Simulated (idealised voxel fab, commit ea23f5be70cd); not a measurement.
Name of the process module below: voxel ribs on slabs
The figure presents cross-section cut, which has a width of 140 nm and is divided into square cells with an edge length of 5 nm.
Each cross-section below is a grid of square cells, stated as bands in top-down order, with one or more rows of cells making up each band. Within each band entry, the heights of the top and of the bottom of the band appear first, in that order and in nm; the materials of the band then follow from left to right, each with its corresponding width in nm. The designation "all across" on a single material indicates that it fills the band from edge to edge; the designation "empty" indicates empty space. Basically, 0 is our baseline, since under it the wafer straight out of the box is all one material. The bottom band has no lower end and keeps on going down, so it looks like "0..down". It should be noted that a width expressed as "30->40" varies in equal increments from row to row of cells within the band, taking the value of the first number at the top row and that of the second number at the bottom row. Any step labelled "nothing altered" changed none of the cells in the cross-section. So "Closed void listing" is basically the list of trapped voids: any empty space of 8 cells or more that can't reach the top through an opening. They're written width x height at distance, the distance being from the left edge, and it's all nm. On each step's line, the part that comes after the settings is the simulator's own comment on the step. The setting "overlay nm" may be written on the line of a step. When the step uses a mask, the value reports how far to the right of the planned place the mask lay, and a negative value reports that it lay to the left.
THE FOLLOWING LIST GIVES THE PLANNED PROCESS STEPS
1) op RECEIVE | material Si
2) op DIRECTIONAL_DEP | material SiO2 | thk nm 20
3) op DIRECTIONAL_DEP | material polySi | thk nm 15
4) op DIRECTIONAL_DEP | material aC | thk nm 10
5) op PATTERN | tone cover | mask id RIB | material resist | width nm 25 | thk nm 30 | overlay nm 0
6) op DIRECTIONAL_ETCH | etch materials aC | depth nm 10
7) op STRIP | etch materials resist
8) op DIRECTIONAL_ETCH | etch materials polySi | depth nm 10
9) op STRIP | etch materials aC
10) op DIRECTIONAL_DEP | material aC | thk nm 10
11) op PATTERN | tone cover | mask id SLAB | material resist | width nm 65 | thk nm 30 | overlay nm 0
12) op DIRECTIONAL_ETCH | etch materials aC | depth nm 10
13) op STRIP | etch materials resist
14) op DIRECTIONAL_ETCH | etch materials polySi | depth nm 5
15) op STRIP | etch materials aC
16) op FILL_DEP | material SiO2 | thk nm 25
17) op CMP | height nm 60
18) op DIRECTIONAL_DEP | material TiN | thk nm 10
19) op DIRECTIONAL_DEP | material aC | thk nm 10
20) op PATTERN | tone cover | mask id HEATER | material resist | width nm 35 | thk nm 25 | overlay nm 0
21) op DIRECTIONAL_ETCH | etch materials aC | depth nm 10
22) op STRIP | etch materials resist
23) op DIRECTIONAL_ETCH | etch materials TiN | depth nm 10
24) op STRIP | etch materials aC
25) op CONFORMAL_DEP | material SiO2 | thk nm 10
Wafers differ in thk nm at step 2; plan lists the first wafer's value; identical starting state.
AS RECEIVED, I.E. AFTER STEP 1: CROSS-SECTION THROUGH THE FIRST OF SEVERAL WAFERS
	0..down | Si all across
	Closed void listing: none
WHAT FOLLOWS IS A TABLE IN WHICH EACH WAFER OCCUPIES A ROW; FOR THE WAFER AS IT STANDS AT THE CLOSE OF THE MODULE, THE ROW STATES, MATERIAL BY MATERIAL, HOW MANY CELLS HAVE BEEN GAINED (+) OR LOST (-) SINCE RECEIPT, AND THEN GIVES ITS CLOSED VOIDS
thk nm 20 | +377 SiO2 | +14 TiN | +23 polySi | Closed void listing: none
thk nm 25 | +377 SiO2 | +14 TiN | +23 polySi | Closed void listing: none
thk nm 30 | +377 SiO2 | +14 TiN | +23 polySi | Closed void listing: none
thk nm 35 | +377 SiO2 | +14 TiN | +23 polySi | Closed void listing: none
thk nm 40 | +377 SiO2 | +14 TiN | +23 polySi | Closed void listing: none
